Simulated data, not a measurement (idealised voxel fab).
Process module name: voxel released beams
Shown is cross-section cut, with a width of 195 nm and square cells of size 5 nm.
For the purposes of this document, a cross-section shall be understood as a grid of square cells, specified as bands listed in top-to-bottom order, each band consisting of one or more rows of cells. For a band, the entry starts with two heights in nm, that of the top and then that of the bottom, and carries on with the band's materials in order from left to right, each alongside its width in nm; the word "everywhere" beside a single material means it fills the band edge to edge, and "air" means empty space. The reference from which all heights are counted is 0, the level beneath which the as-received wafer is entirely one material; the lowest band, having no lower bound, proceeds downward and is written after the example "0 nm and below". Width spec "30->40" -> top row of cells at first value, bottom row at second value, equal per-row change in between. "left unchanged" means the step left every cell of the cross-section as it was. The entry titled "Closed internal cavities" provides the empty spaces that have no open way to the top, restricted to those of 8 cells or more. Each is presented as width x height at distance, the distance being measured from the left edge, with all three in nm. That trailing text on a step's line, after the settings, is the simulator's own remark on the step. "overlay nm" answers the question of how far to the right of plan the mask lay on a step that has a mask, and when it is negative the answer is to the left.
### Listed below are the process steps as planned
1) RECEIVE, material Si
2) CONFORMAL_DEP, material SiN, thk nm 10
3) DIRECTIONAL_DEP, material SiO2, thk nm 10
4) DIRECTIONAL_DEP, material aC, thk nm 10
5) PATTERN, tone open, mask id ANCHOR, material resist, width nm 45, thk nm 25, overlay nm 0
6) DIRECTIONAL_ETCH, etch materials aC, depth nm 10
7) STRIP, etch materials resist
8) DIRECTIONAL_ETCH, etch materials SiO2, depth nm 10
9) STRIP, etch materials aC
10) CONFORMAL_DEP, material polySi, thk nm 15
11) DIRECTIONAL_DEP, material aC, thk nm 15
12) PATTERN, tone cover, mask id BEAM, material resist, width nm 100, thk nm 30, overlay nm -15
13) DIRECTIONAL_ETCH, etch materials aC, depth nm 15
14) STRIP, etch materials resist
15) DIRECTIONAL_ETCH, etch materials polySi, depth nm 15
16) STRIP, etch materials aC
17) STRIP, etch materials SiO2
Be aware that, although all wafers share a common starting state, the overlay nm at step 12 differs among them, and the plan displays the first wafer's value.
### Cut through the first of several wafers as received, post step 1
0 nm and below = Si everywhere
Closed internal cavities: none
### At the end of the module, after its last step, step 17, the first of several wafers appears in cross-section as follows
35 nm to 25 nm = 30 of air | 35 of polySi | 15 of air | 50 of polySi | 65 of air
25 nm to 20 nm = 30 of air | 100 of polySi | 65 of air
20 nm to 10 nm = 50 of air | 45 of polySi | 100 of air
10 nm to 0 nm = SiN everywhere
0 nm and below = Si everywhere
Closed internal cavities: none
### Final wafer of several, shown in cross-section at the end of the module
35 nm to 25 nm = 60 of air | 5 of polySi | 15 of air | 80 of polySi | 35 of air
25 nm to 20 nm = 60 of air | 100 of polySi | 35 of air
20 nm to 10 nm = 50 of air | 45 of polySi | 100 of air
10 nm to 0 nm = SiN everywhere
0 nm and below = Si everywhere
Closed internal cavities: none
### Take any row and you have a wafer at the end of the module: how many cells of each material it has gained (+) or lost (-) since it was received, and then its closed voids
overlay nm -15, +78 SiN, +72 polySi, Closed internal cavities: none
overlay nm -10, +78 SiN, +72 polySi, Closed internal cavities: none
overlay nm -5, +78 SiN, +72 polySi, Closed internal cavities: none
overlay nm 0, +78 SiN, +72 polySi, Closed internal cavities: none
overlay nm 5, +78 SiN, +72 polySi, Closed internal cavities: none
overlay nm 10, +78 SiN, +72 polySi, Closed internal cavities: none
overlay nm 15, +78 SiN, +72 polySi, Closed internal cavities: none
